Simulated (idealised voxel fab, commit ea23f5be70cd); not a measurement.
The following is a process module called voxel transistor to metal.
FYI the section here is cut, 185 nm wide, cells are 5 nm squares.
Cross-section = grid of square cells, listed top down in bands; band = one or more rows. Quick guide to a band line: top height, bottom height (nm) up front; then every material left to right with its width in nm. Only one material and it's marked "full width"? Then it fills the band edge to edge. And "air" just means empty space. Heights are measured from 0, the level below which the as-received wafer is all one material; the lowest band has no bottom and continues downward, written as in "0 down". The two numbers in a width such as "30 to 40" mark its ends across the band: the first belongs to the top row of cells, the second to the bottom row, and from each row to the next the width moves by the same amount. Take "nothing changed" at face value: in the step it is given for, the cross-section changed in none of its cells. "Listed closed voids" means: voids of 8 cells or more that are shut off from the top with no open way through. Written width x height at distance, distance from the left edge, in nm. Past the settings on a step's line: simulator remark, on that step. The line of a step may include "overlay nm". On a step with a mask, this value is how far to the right of its planned place the mask lay. A negative value means the mask lay to the left.

PROCESS STEPS - PLAN
| 1 | RECEIVE | material Si |
| 2 | CONFORMAL_DEP | material SiO2 | thk nm 5 |
| 3 | CONFORMAL_DEP | material SiN | thk nm 10 |
| 4 | PATTERN | tone cover | mask id ACTIVE | material resist | width nm 115 | thk nm 15 | overlay nm 0 |
| 5 | DIRECTIONAL_ETCH | etch materials SiN | depth nm 10 |
| 6 | DIRECTIONAL_ETCH | etch materials SiO2 | depth nm 5 |
| 7 | DIRECTIONAL_ETCH | etch materials Si | depth nm 20 |
| 8 | STRIP | etch materials resist |
| 9 | FILL_DEP | material SiO2 | thk nm 15 |
| 10 | CMP | height nm 15 |
| 11 | SELECTIVE_ETCH | etch materials SiO2 | depth nm 10 |
| 12 | STRIP | etch materials SiN |
| 13 | SELECTIVE_ETCH | etch materials SiO2 | depth nm 5 |
| 14 | OXIDIZE | depth nm 5 |
| 15 | DIRECTIONAL_DEP | material polySi | thk nm 30 |
| 16 | DIRECTIONAL_DEP | material SiCN | thk nm 15 |
| 17 | MASKED_ETCH | tone cover | mask id GATE | width nm 25 | etch materials SiCN | depth nm 25 | overlay nm 0 |
| 18 | MASKED_ETCH | tone cover | mask id GATE | width nm 25 | etch materials polySi | depth nm 40 | overlay nm 0 |
| 19 | CONFORMAL_DEP | material SiO2 | thk nm 5 |
| 20 | DIRECTIONAL_ETCH | etch materials SiO2 | depth nm 5 |
| 21 | CONFORMAL_DEP | material SiN | thk nm 10 |
| 22 | DIRECTIONAL_ETCH | etch materials SiN | depth nm 10 |
| 23 | DIRECTIONAL_ETCH | etch materials SiO2 | depth nm 5 |
| 24 | DIRECTIONAL_ETCH | etch materials Si | depth nm 15 |
| 25 | EPI | material pSi | thk nm 15 |
| 26 | FILL_DEP | material SiO2 | thk nm 5 |
| 27 | CMP | height nm 30 |
| 28 | STRIP | etch materials polySi |
| 29 | SELECTIVE_ETCH | etch materials SiO2 | depth nm 5 |
| 30 | CONFORMAL_DEP | material HfO2 | thk nm 5 |
| 31 | CONFORMAL_DEP | material TiN | thk nm 5 |
| 32 | FILL_DEP | material W | thk nm 5 |
| 33 | CMP | height nm 25 |
| 34 | DIRECTIONAL_DEP | material SiO2 | thk nm 10 |
| 35 | MASKED_ETCH | tone open | mask id CONTACT | width nm 15 | pitch nm 80 | etch materials SiO2 | depth nm 40 | overlay nm 0 |
| 36 | CONFORMAL_DEP | material TiN | thk nm 5 |
| 37 | FILL_DEP | material Ru | thk nm 10 |
| 38 | CMP | height nm 35 |
| 39 | CONFORMAL_DEP | material SiCN | thk nm 5 |
| 40 | DIRECTIONAL_DEP | material SiO2 | thk nm 15 |
| 41 | PATTERN | tone open | mask id METAL_1 | material resist | width nm 15 | pitch nm 80 | thk nm 20 | overlay nm 0 |
| 42 | DIRECTIONAL_ETCH | etch materials SiO2 | depth nm 15 |
| 43 | DIRECTIONAL_ETCH | etch materials SiCN | depth nm 5 |
| 44 | STRIP | etch materials resist |
| 45 | CONFORMAL_DEP | material TiN | thk nm 5 |
| 46 | FILL_DEP | material Cu | thk nm 5 |
| 47 | CMP | height nm 55 |
| 48 | CONFORMAL_DEP | material SiN | thk nm 5 |

THE FIRST OF THE TWO WAFERS, WHICH RAN AS PLANNED

CROSS-SECTION, INCOMING MATERIAL, AFTER STEP 1
	0 down: Si full width
	Listed closed voids: none

THE WAFER IN CROSS-SECTION ONCE STEP 2 IS COMPLETE
	5 to 0: SiO2 full width
	Nothing below the height 0 has changed.

THE WAFER IN CROSS-SECTION ONCE STEP 3 IS COMPLETE
	15 to 5: SiN full width
	Nothing below the height 5 has changed.

THE WAFER IN CROSS-SECTION ONCE STEP 4 IS COMPLETE
	30 to 15: air (35) | resist (115) | air (35)
	Nothing below the height 15 has changed.

THE WAFER IN CROSS-SECTION ONCE STEP 5 IS COMPLETE
	30 to 15: air (35) | resist (115) | air (35)
	15 to 5: air (35) | SiN (115) | air (35)
	Nothing below the height 5 has changed.

THE WAFER IN CROSS-SECTION ONCE STEP 6 IS COMPLETE
	30 to 15: air (35) | resist (115) | air (35)
	15 to 5: air (35) | SiN (115) | air (35)
	5 to 0: air (35) | SiO2 (115) | air (35)
	Nothing below the height 0 has changed.

THE WAFER IN CROSS-SECTION ONCE STEP 7 IS COMPLETE
	30 to 15: air (35) | resist (115) | air (35)
	15 to 5: air (35) | SiN (115) | air (35)
	5 to 0: air (35) | SiO2 (115) | air (35)
	0 to -20: air (35) | Si (115) | air (35)
	Nothing below the height -20 has changed.

THE WAFER IN CROSS-SECTION ONCE STEP 8 IS COMPLETE
	15 to 5: air (35) | SiN (115) | air (35)
	Nothing below the height 5 has changed.

THE WAFER IN CROSS-SECTION ONCE STEP 9 IS COMPLETE
	30 to 15: SiO2 full width
	15 to 5: SiO2 (35) | SiN (115) | SiO2 (35)
	5 to 0: SiO2 full width
	0 to -20: SiO2 (35) | Si (115) | SiO2 (35)
	Nothing below the height -20 has changed.

THE WAFER IN CROSS-SECTION ONCE STEP 10 IS COMPLETE
	15 to 5: SiO2 (35) | SiN (115) | SiO2 (35)
	Nothing below the height 5 has changed.

THE WAFER IN CROSS-SECTION ONCE STEP 11 IS COMPLETE
	15 to 5: air (35) | SiN (115) | air (35)
	Nothing below the height 5 has changed.

THE WAFER IN CROSS-SECTION ONCE STEP 12 IS COMPLETE
	5 to 0: SiO2 full width
	Nothing below the height 0 has changed.

THE WAFER IN CROSS-SECTION ONCE STEP 13 IS COMPLETE
	0 to -20: SiO2 (35) | Si (115) | SiO2 (35)
	Nothing below the height -20 has changed.

THE WAFER IN CROSS-SECTION ONCE STEP 14 IS COMPLETE
	0 to -5: SiO2 full width
	Nothing below the height -5 has changed.

THE WAFER IN CROSS-SECTION ONCE STEP 15 IS COMPLETE
	30 to 0: polySi full width
	Nothing below the height 0 has changed.

THE WAFER IN CROSS-SECTION ONCE STEP 16 IS COMPLETE
	45 to 30: SiCN full width
	Nothing below the height 30 has changed.

THE WAFER IN CROSS-SECTION ONCE STEP 17 IS COMPLETE
	45 to 30: air (80) | SiCN (25) | air (80)
	Nothing below the height 30 has changed.

THE WAFER IN CROSS-SECTION ONCE STEP 18 IS COMPLETE
	45 to 30: air (80) | SiCN (25) | air (80)
	30 to 0: air (80) | polySi (25) | air (80)
	Nothing below the height 0 has changed.

THE WAFER IN CROSS-SECTION ONCE STEP 19 IS COMPLETE
	50 to 45: air (75) | SiO2 (35) | air (75)
	45 to 30: air (75) | SiO2 (5) | SiCN (25) | SiO2 (5) | air (75)
	30 to 5: air (75) | SiO2 (5) | polySi (25) | SiO2 (5) | air (75)
	5 to 0: SiO2 (80) | polySi (25) | SiO2 (80)
	Nothing below the height 0 has changed.

THE WAFER IN CROSS-SECTION ONCE STEP 20 IS COMPLETE
	45 to 30: air (75) | SiO2 (5) | SiCN (25) | SiO2 (5) | air (75)
	30 to 0: air (75) | SiO2 (5) | polySi (25) | SiO2 (5) | air (75)
	Nothing below the height 0 has changed.

THE WAFER IN CROSS-SECTION ONCE STEP 21 IS COMPLETE
	55 to 45: air (65) | SiN (55) | air (65)
	45 to 30: air (65) | SiN (10) | SiO2 (5) | SiCN (25) | SiO2 (5) | SiN (10) | air (65)
	30 to 10: air (65) | SiN (10) | SiO2 (5) | polySi (25) | SiO2 (5) | SiN (10) | air (65)
	10 to 0: SiN (75) | SiO2 (5) | polySi (25) | SiO2 (5) | SiN (75)
	Nothing below the height 0 has changed.

THE WAFER IN CROSS-SECTION ONCE STEP 22 IS COMPLETE
	45 to 30: air (65) | SiN (10) | SiO2 (5) | SiCN (25) | SiO2 (5) | SiN (10) | air (65)
	30 to 0: air (65) | SiN (10) | SiO2 (5) | polySi (25) | SiO2 (5) | SiN (10) | air (65)
	Nothing below the height 0 has changed.

THE WAFER IN CROSS-SECTION ONCE STEP 23 IS COMPLETE
	45 to 40: air (65) | SiN (10) | air (5) | SiCN (25) | air (5) | SiN (10) | air (65)
	40 to 30: air (65) | SiN (10) | SiO2 (5) | SiCN (25) | SiO2 (5) | SiN (10) | air (65)
	30 to 0: air (65) | SiN (10) | SiO2 (5) | polySi (25) | SiO2 (5) | SiN (10) | air (65)
	0 to -5: air (65) | SiO2 (55) | air (65)
	Nothing below the height -5 has changed.

THE WAFER IN CROSS-SECTION ONCE STEP 24 IS COMPLETE
	45 to 40: air (65) | SiN (10) | air (5) | SiCN (25) | air (5) | SiN (10) | air (65)
	40 to 30: air (65) | SiN (10) | SiO2 (5) | SiCN (25) | SiO2 (5) | SiN (10) | air (65)
	30 to 0: air (65) | SiN (10) | SiO2 (5) | polySi (25) | SiO2 (5) | SiN (10) | air (65)
	0 to -5: air (65) | SiO2 (55) | air (65)
	-5 to -20: SiO2 (35) | air (30) | Si (55) | air (30) | SiO2 (35)
	Nothing below the height -20 has changed.

THE WAFER IN CROSS-SECTION ONCE STEP 25 IS COMPLETE
	45 to 40: air (65) | SiN (10) | air (5) | SiCN (25) | air (5) | SiN (10) | air (65)
	40 to 30: air (65) | SiN (10) | SiO2 (5) | SiCN (25) | SiO2 (5) | SiN (10) | air (65)
	30 to 10: air (65) | SiN (10) | SiO2 (5) | polySi (25) | SiO2 (5) | SiN (10) | air (65)
	10 to 0: air (50) | pSi (15) | SiN (10) | SiO2 (5) | polySi (25) | SiO2 (5) | SiN (10) | pSi (15) | air (50)
	0 to -5: air (50) | pSi (15) | SiO2 (55) | pSi (15) | air (50)
	-5 to -20: SiO2 (35) | pSi (30) | Si (55) | pSi (30) | SiO2 (35)
	Nothing below the height -20 has changed.

THE WAFER IN CROSS-SECTION ONCE STEP 26 IS COMPLETE
	50 to 45: SiO2 full width
	45 to 30: SiO2 (65) | SiN (10) | SiO2 (5) | SiCN (25) | SiO2 (5) | SiN (10) | SiO2 (65)
	30 to 10: SiO2 (65) | SiN (10) | SiO2 (5) | polySi (25) | SiO2 (5) | SiN (10) | SiO2 (65)
	10 to 0: SiO2 (50) | pSi (15) | SiN (10) | SiO2 (5) | polySi (25) | SiO2 (5) | SiN (10) | pSi (15) | SiO2 (50)
	0 to -5: SiO2 (50) | pSi (15) | SiO2 (55) | pSi (15) | SiO2 (50)
	Nothing below the height -5 has changed.

THE WAFER IN CROSS-SECTION ONCE STEP 27 IS COMPLETE
	30 to 10: SiO2 (65) | SiN (10) | SiO2 (5) | polySi (25) | SiO2 (5) | SiN (10) | SiO2 (65)
	Nothing below the height 10 has changed.

THE WAFER IN CROSS-SECTION ONCE STEP 28 IS COMPLETE
	30 to 10: SiO2 (65) | SiN (10) | SiO2 (5) | air (25) | SiO2 (5) | SiN (10) | SiO2 (65)
	10 to 0: SiO2 (50) | pSi (15) | SiN (10) | SiO2 (5) | air (25) | SiO2 (5) | SiN (10) | pSi (15) | SiO2 (50)
	Nothing below the height 0 has changed.

THE WAFER IN CROSS-SECTION ONCE STEP 29 IS COMPLETE
	30 to 25: air (65) | SiN (10) | air (35) | SiN (10) | air (65)
	25 to 10: SiO2 (65) | SiN (10) | air (35) | SiN (10) | SiO2 (65)
	10 to 0: SiO2 (50) | pSi (15) | SiN (10) | air (35) | SiN (10) | pSi (15) | SiO2 (50)
	0 to -5: SiO2 (50) | pSi (15) | SiO2 (10) | air (35) | SiO2 (10) | pSi (15) | SiO2 (50)
	Nothing below the height -5 has changed.

THE WAFER IN CROSS-SECTION ONCE STEP 30 IS COMPLETE
	35 to 30: air (60) | HfO2 (20) | air (25) | HfO2 (20) | air (60)
	30 to 25: HfO2 (65) | SiN (10) | HfO2 (5) | air (25) | HfO2 (5) | SiN (10) | HfO2 (65)
	25 to 10: SiO2 (65) | SiN (10) | HfO2 (5) | air (25) | HfO2 (5) | SiN (10) | SiO2 (65)
	10 to 0: SiO2 (50) | pSi (15) | SiN (10) | HfO2 (5) | air (25) | HfO2 (5) | SiN (10) | pSi (15) | SiO2 (50)
	0 to -5: SiO2 (50) | pSi (15) | SiO2 (10) | HfO2 (35) | SiO2 (10) | pSi (15) | SiO2 (50)
	Nothing below the height -5 has changed.

THE WAFER IN CROSS-SECTION ONCE STEP 31 IS COMPLETE
	40 to 35: air (55) | TiN (30) | air (15) | TiN (30) | air (55)
	35 to 30: TiN (60) | HfO2 (20) | TiN (5) | air (15) | TiN (5) | HfO2 (20) | TiN (60)
	30 to 25: HfO2 (65) | SiN (10) | HfO2 (5) | TiN (5) | air (15) | TiN (5) | HfO2 (5) | SiN (10) | HfO2 (65)
	25 to 10: SiO2 (65) | SiN (10) | HfO2 (5) | TiN (5) | air (15) | TiN (5) | HfO2 (5) | SiN (10) | SiO2 (65)
	10 to 5: SiO2 (50) | pSi (15) | SiN (10) | HfO2 (5) | TiN (5) | air (15) | TiN (5) | HfO2 (5) | SiN (10) | pSi (15) | SiO2 (50)
	5 to 0: SiO2 (50) | pSi (15) | SiN (10) | HfO2 (5) | TiN (25) | HfO2 (5) | SiN (10) | pSi (15) | SiO2 (50)
	Nothing below the height 0 has changed.

THE WAFER IN CROSS-SECTION ONCE STEP 32 IS COMPLETE
	45 to 40: W full width
	40 to 35: W (55) | TiN (30) | W (15) | TiN (30) | W (55)
	35 to 30: TiN (60) | HfO2 (20) | TiN (5) | W (15) | TiN (5) | HfO2 (20) | TiN (60)
	30 to 25: HfO2 (65) | SiN (10) | HfO2 (5) | TiN (5) | W (15) | TiN (5) | HfO2 (5) | SiN (10) | HfO2 (65)
	25 to 10: SiO2 (65) | SiN (10) | HfO2 (5) | TiN (5) | W (15) | TiN (5) | HfO2 (5) | SiN (10) | SiO2 (65)
	10 to 5: SiO2 (50) | pSi (15) | SiN (10) | HfO2 (5) | TiN (5) | W (15) | TiN (5) | HfO2 (5) | SiN (10) | pSi (15) | SiO2 (50)
	Nothing below the height 5 has changed.

THE WAFER IN CROSS-SECTION ONCE STEP 33 IS COMPLETE
	25 to 10: SiO2 (65) | SiN (10) | HfO2 (5) | TiN (5) | W (15) | TiN (5) | HfO2 (5) | SiN (10) | SiO2 (65)
	Nothing below the height 10 has changed.

THE WAFER IN CROSS-SECTION ONCE STEP 34 IS COMPLETE
	35 to 25: SiO2 full width
	Nothing below the height 25 has changed.

THE WAFER IN CROSS-SECTION ONCE STEP 35 IS COMPLETE
	35 to 25: SiO2 (45) | air (15) | SiO2 (65) | air (15) | SiO2 (45)
	25 to 10: SiO2 (45) | air (15) | SiO2 (5) | SiN (10) | HfO2 (5) | TiN (5) | W (15) | TiN (5) | HfO2 (5) | SiN (10) | SiO2 (5) | air (15) | SiO2 (45)
	10 to 5: SiO2 (45) | air (5) | pSi (15) | SiN (10) | HfO2 (5) | TiN (5) | W (15) | TiN (5) | HfO2 (5) | SiN (10) | pSi (15) | air (5) | SiO2 (45)
	5 to 0: SiO2 (45) | air (5) | pSi (15) | SiN (10) | HfO2 (5) | TiN (25) | HfO2 (5) | SiN (10) | pSi (15) | air (5) | SiO2 (45)
	0 to -5: SiO2 (45) | air (5) | pSi (15) | SiO2 (10) | HfO2 (35) | SiO2 (10) | pSi (15) | air (5) | SiO2 (45)
	Nothing below the height -5 has changed.

THE WAFER IN CROSS-SECTION ONCE STEP 36 IS COMPLETE
	40 to 35: TiN (50) | air (5) | TiN (75) | air (5) | TiN (50)
	35 to 25: SiO2 (45) | TiN (5) | air (5) | TiN (5) | SiO2 (65) | TiN (5) | air (5) | TiN (5) | SiO2 (45)
	25 to 15: SiO2 (45) | TiN (5) | air (5) | TiN (5) | SiO2 (5) | SiN (10) | HfO2 (5) | TiN (5) | W (15) | TiN (5) | HfO2 (5) | SiN (10) | SiO2 (5) | TiN (5) | air (5) | TiN (5) | SiO2 (45)
	15 to 10: SiO2 (45) | TiN (15) | SiO2 (5) | SiN (10) | HfO2 (5) | TiN (5) | W (15) | TiN (5) | HfO2 (5) | SiN (10) | SiO2 (5) | TiN (15) | SiO2 (45)
	10 to 5: SiO2 (45) | TiN (5) | pSi (15) | SiN (10) | HfO2 (5) | TiN (5) | W (15) | TiN (5) | HfO2 (5) | SiN (10) | pSi (15) | TiN (5) | SiO2 (45)
	5 to 0: SiO2 (45) | TiN (5) | pSi (15) | SiN (10) | HfO2 (5) | TiN (25) | HfO2 (5) | SiN (10) | pSi (15) | TiN (5) | SiO2 (45)
	0 to -5: SiO2 (45) | TiN (5) | pSi (15) | SiO2 (10) | HfO2 (35) | SiO2 (10) | pSi (15) | TiN (5) | SiO2 (45)
	Nothing below the height -5 has changed.

THE WAFER IN CROSS-SECTION ONCE STEP 37 IS COMPLETE
	50 to 40: Ru full width
	40 to 35: TiN (50) | Ru (5) | TiN (75) | Ru (5) | TiN (50)
	35 to 25: SiO2 (45) | TiN (5) | Ru (5) | TiN (5) | SiO2 (65) | TiN (5) | Ru (5) | TiN (5) | SiO2 (45)
	25 to 15: SiO2 (45) | TiN (5) | Ru (5) | TiN (5) | SiO2 (5) | SiN (10) | HfO2 (5) | TiN (5) | W (15) | TiN (5) | HfO2 (5) | SiN (10) | SiO2 (5) | TiN (5) | Ru (5) | TiN (5) | SiO2 (45)
	Nothing below the height 15 has changed.

THE WAFER IN CROSS-SECTION ONCE STEP 38 IS COMPLETE
	35 to 25: SiO2 (45) | TiN (5) | Ru (5) | TiN (5) | SiO2 (65) | TiN (5) | Ru (5) | TiN (5) | SiO2 (45)
	Nothing below the height 25 has changed.

THE WAFER IN CROSS-SECTION ONCE STEP 39 IS COMPLETE
	40 to 35: SiCN full width
	Nothing below the height 35 has changed.

THE WAFER IN CROSS-SECTION ONCE STEP 40 IS COMPLETE
	55 to 40: SiO2 full width
	Nothing below the height 40 has changed.

THE WAFER IN CROSS-SECTION ONCE STEP 41 IS COMPLETE
	75 to 55: resist (45) | air (15) | resist (65) | air (15) | resist (45)
	Nothing below the height 55 has changed.

THE WAFER IN CROSS-SECTION ONCE STEP 42 IS COMPLETE
	75 to 55: resist (45) | air (15) | resist (65) | air (15) | resist (45)
	55 to 40: SiO2 (45) | air (15) | SiO2 (65) | air (15) | SiO2 (45)
	Nothing below the height 40 has changed.

THE WAFER IN CROSS-SECTION ONCE STEP 43 IS COMPLETE
	75 to 55: resist (45) | air (15) | resist (65) | air (15) | resist (45)
	55 to 40: SiO2 (45) | air (15) | SiO2 (65) | air (15) | SiO2 (45)
	40 to 35: SiCN (45) | air (15) | SiCN (65) | air (15) | SiCN (45)
	Nothing below the height 35 has changed.

THE WAFER IN CROSS-SECTION ONCE STEP 44 IS COMPLETE
	55 to 40: SiO2 (45) | air (15) | SiO2 (65) | air (15) | SiO2 (45)
	Nothing below the height 40 has changed.

THE WAFER IN CROSS-SECTION ONCE STEP 45 IS COMPLETE
	60 to 55: TiN (50) | air (5) | TiN (75) | air (5) | TiN (50)
	55 to 40: SiO2 (45) | TiN (5) | air (5) | TiN (5) | SiO2 (65) | TiN (5) | air (5) | TiN (5) | SiO2 (45)
	40 to 35: SiCN (45) | TiN (15) | SiCN (65) | TiN (15) | SiCN (45)
	Nothing below the height 35 has changed.

THE WAFER IN CROSS-SECTION ONCE STEP 46 IS COMPLETE
	65 to 60: Cu full width
	60 to 55: TiN (50) | Cu (5) | TiN (75) | Cu (5) | TiN (50)
	55 to 40: SiO2 (45) | TiN (5) | Cu (5) | TiN (5) | SiO2 (65) | TiN (5) | Cu (5) | TiN (5) | SiO2 (45)
	Nothing below the height 40 has changed.

THE WAFER IN CROSS-SECTION ONCE STEP 47 IS COMPLETE
	55 to 40: SiO2 (45) | TiN (5) | Cu (5) | TiN (5) | SiO2 (65) | TiN (5) | Cu (5) | TiN (5) | SiO2 (45)
	Nothing below the height 40 has changed.

THE WAFER IN CROSS-SECTION ONCE STEP 48 IS COMPLETE
	60 to 55: SiN full width
	Nothing below the height 55 has changed.

NOW THE OTHER WAFER: SAME START, SAME RECIPE, BUT WE MESSED UP ONE THING WHEN RUNNING IT. UP TO AND INCLUDING STEP 40 IT'S THE SAME AS THE FIRST ONE

CROSS-SECTIONAL REPRESENTATION OF THE SECOND WAFER AT THE TIME DESIGNATED IN THE PLAN FOR THE COMPLETION OF STEP 41
	75 to 55: resist (55) | air (15) | resist (65) | air (15) | resist (35)
	Nothing below the height 55 has changed.

CROSS-SECTIONAL REPRESENTATION OF THE SECOND WAFER AT THE TIME DESIGNATED IN THE PLAN FOR THE COMPLETION OF STEP 42
	75 to 55: resist (55) | air (15) | resist (65) | air (15) | resist (35)
	55 to 40: SiO2 (55) | air (15) | SiO2 (65) | air (15) | SiO2 (35)
	Nothing below the height 40 has changed.

CROSS-SECTIONAL REPRESENTATION OF THE SECOND WAFER AT THE TIME DESIGNATED IN THE PLAN FOR THE COMPLETION OF STEP 43
	75 to 55: resist (55) | air (15) | resist (65) | air (15) | resist (35)
	55 to 40: SiO2 (55) | air (15) | SiO2 (65) | air (15) | SiO2 (35)
	40 to 35: SiCN (55) | air (15) | SiCN (65) | air (15) | SiCN (35)
	Nothing below the height 35 has changed.

CROSS-SECTIONAL REPRESENTATION OF THE SECOND WAFER AT THE TIME DESIGNATED IN THE PLAN FOR THE COMPLETION OF STEP 44
	55 to 40: SiO2 (55) | air (15) | SiO2 (65) | air (15) | SiO2 (35)
	Nothing below the height 40 has changed.

CROSS-SECTIONAL REPRESENTATION OF THE SECOND WAFER AT THE TIME DESIGNATED IN THE PLAN FOR THE COMPLETION OF STEP 45
	60 to 55: TiN (60) | air (5) | TiN (75) | air (5) | TiN (40)
	55 to 40: SiO2 (55) | TiN (5) | air (5) | TiN (5) | SiO2 (65) | TiN (5) | air (5) | TiN (5) | SiO2 (35)
	40 to 35: SiCN (55) | TiN (15) | SiCN (65) | TiN (15) | SiCN (35)
	Nothing below the height 35 has changed.

CROSS-SECTIONAL REPRESENTATION OF THE SECOND WAFER AT THE TIME DESIGNATED IN THE PLAN FOR THE COMPLETION OF STEP 46
	65 to 60: Cu full width
	60 to 55: TiN (60) | Cu (5) | TiN (75) | Cu (5) | TiN (40)
	55 to 40: SiO2 (55) | TiN (5) | Cu (5) | TiN (5) | SiO2 (65) | TiN (5) | Cu (5) | TiN (5) | SiO2 (35)
	Nothing below the height 40 has changed.

CROSS-SECTIONAL REPRESENTATION OF THE SECOND WAFER AT THE TIME DESIGNATED IN THE PLAN FOR THE COMPLETION OF STEP 47
	55 to 40: SiO2 (55) | TiN (5) | Cu (5) | TiN (5) | SiO2 (65) | TiN (5) | Cu (5) | TiN (5) | SiO2 (35)
	Nothing below the height 40 has changed.

CROSS-SECTIONAL REPRESENTATION OF THE SECOND WAFER AT THE TIME DESIGNATED IN THE PLAN FOR THE COMPLETION OF STEP 48
	60 to 55: SiN full width
	Nothing below the height 55 has changed.
Error vs. plan: step 41 did not happen as planned, as run it was PATTERN | tone open | mask id METAL_1 | material resist | width nm 15 | pitch nm 80 | thk nm 20 | overlay nm 10
Matching per-material cell counts, mismatched positions: that is how the second wafer compares with the first at the end.
